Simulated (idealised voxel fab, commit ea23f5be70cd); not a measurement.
The following is a process module called voxel gate over fins.
The cross-section shown here is cut; it is 155 nm wide and divided into square cells measuring 5 nm on a side.
Cross-sections here: square-cell grids, written as top-down lists of bands, a band being one or more rows of cells.
Top, bottom (nm), then materials left to right with widths (nm); lone material tagged "edge to edge" fills the whole band edge to edge; "empty" = empty space.
Zero point of the height axis is 0; under it, received wafer = one material. Lowest band: continues down indefinitely, "0 and below".
The notation "30 to 40" denotes a width that varies across the rows of cells in the band, beginning at the first number in the top row, finishing at the second number in the bottom row, and changing by an identical amount from each row to the next.
"remained the same" (step): cross-section cells unchanged, all of them.
If an empty space has no open way to the top and is at least 8 cells in size, "Sealed cavities" lists it, written width x height at distance, where distance is measured from the left edge and every value is in nm.
Heads up: the bit after the settings on a step's line is the simulator's remark on that step.
"overlay nm", when on a step's line for a step with a mask, measures how far to the right of its planned place the mask lay; a negative measure means to the left.
So here's the lineup of process steps we planned
1,RECEIVE | material Si
2,CONFORMAL_DEP | material SiN | thk nm 10
3,MASKED_ETCH | tone cover | mask id FINS | width nm 15 | pitch nm 55 | etch materials SiN | depth nm 10 | overlay nm 0
4,MASKED_ETCH | tone cover | mask id FINS | width nm 15 | pitch nm 55 | etch materials Si | depth nm 30 | overlay nm 0
5,FILL_DEP | material SiO2 | thk nm 10
6,CMP | height nm 10
7,DIRECTIONAL_DEP | material aC | thk nm 10
8,PATTERN | tone open | mask id RAIL | material resist | width nm 15 | thk nm 25 | overlay nm 0
9,DIRECTIONAL_ETCH | etch materials aC | depth nm 10
10,STRIP | etch materials resist
11,DIRECTIONAL_ETCH | etch materials SiO2 | depth nm 35
12,STRIP | etch materials aC
13,CONFORMAL_DEP | material TiN | thk nm 5
14,FILL_DEP | material W | thk nm 5
15,CMP | height nm 10
16,SELECTIVE_ETCH | etch materials W Ru TiN | depth nm 30
17,FILL_DEP | material SiO2 | thk nm 5
18,CMP | height nm 10
19,SELECTIVE_ETCH | etch materials SiO2 | depth nm 25
20,STRIP | etch materials SiN
21,CONFORMAL_DEP | material HfO2 | thk nm 5
22,CONFORMAL_DEP | material TiN | thk nm 5
23,FILL_DEP | material W | thk nm 15
24,CMP | height nm 20
25,CONFORMAL_DEP | material SiCN | thk nm 10
The wafers are alike at the start. At step 4, their width nm differs. The plan lists the first wafer's value.
Cross-sectional view of the first of several wafers in the as-received condition, corresponding to the state following step 1
> 0 and below: Si edge to edge
> Sealed cavities: none
Depicted here is the first of several wafers in cross-section, at module completion following the last step, step 25
> 30 down to 20: SiCN edge to edge
> 20 down to 10: W edge to edge
> 10 down to 5: W 30, TiN 35, W 20, TiN 35, W 35
> 5 down to 0: W 30, TiN 5, HfO2 25, TiN 5, W 20, TiN 5, HfO2 25, TiN 5, W 35
> 0 down to -5: W 30, TiN 5, HfO2 5, Si 15, HfO2 5, TiN 5, W 20, TiN 5, HfO2 5, Si 15, HfO2 5, TiN 5, W 35
> -5 down to -10: TiN 35, HfO2 5, Si 15, HfO2 5, TiN 30, HfO2 5, Si 15, HfO2 5, TiN 40
> -10 down to -15: HfO2 40, Si 15, HfO2 40, Si 15, HfO2 45
> -15 down to -20: SiO2 40, Si 15, SiO2 40, Si 15, SiO2 45
> -20 down to -25: SiO2 40, Si 15, SiO2 10, TiN 15, SiO2 15, Si 15, SiO2 45
> -25 down to -30: SiO2 40, Si 15, SiO2 40, Si 15, SiO2 45
> -30 and below: Si edge to edge
> Sealed cavities: none
Last wafer of the set, cross-sectioned at end of module
> 30 down to 20: SiCN edge to edge
> 20 down to 10: W edge to edge
> 10 down to 5: W 25, TiN 50, W 5, TiN 50, W 25
> 5 down to 0: W 25, TiN 5, HfO2 40, TiN 5, W 5, TiN 5, HfO2 40, TiN 5, W 25
> 0 down to -5: W 25, TiN 5, HfO2 5, Si 30, HfO2 5, TiN 5, W 5, TiN 5, HfO2 5, Si 30, HfO2 5, TiN 5, W 25
> -5 down to -10: TiN 30, HfO2 5, Si 30, HfO2 5, TiN 15, HfO2 5, Si 30, HfO2 5, TiN 30
> -10 down to -15: HfO2 35, Si 30, HfO2 25, Si 30, HfO2 35
> -15 down to -20: SiO2 35, Si 30, SiO2 25, Si 30, SiO2 35
> -20 down to -25: SiO2 35, Si 30, TiN 15, SiO2 10, Si 30, SiO2 35
> -25 down to -30: SiO2 35, Si 30, SiO2 25, Si 30, SiO2 35
> -30 and below: Si edge to edge
> Sealed cavities: none
What follows is a table in which each wafer occupies a row; for the wafer as it stands at the close of the module, the row states, material by material, how many cells have been gained (+) or lost (-) since receipt, and then gives its closed voids
width nm 15; +43 HfO2; -150 Si; +62 SiCN; +72 SiO2; +46 TiN; +113 W; Sealed cavities: none
width nm 20; +43 HfO2; -138 Si; +62 SiCN; +66 SiO2; +46 TiN; +107 W; Sealed cavities: none
width nm 25; +43 HfO2; -126 Si; +62 SiCN; +60 SiO2; +46 TiN; +101 W; Sealed cavities: none
width nm 30; +43 HfO2; -114 Si; +62 SiCN; +54 SiO2; +46 TiN; +95 W; Sealed cavities: none
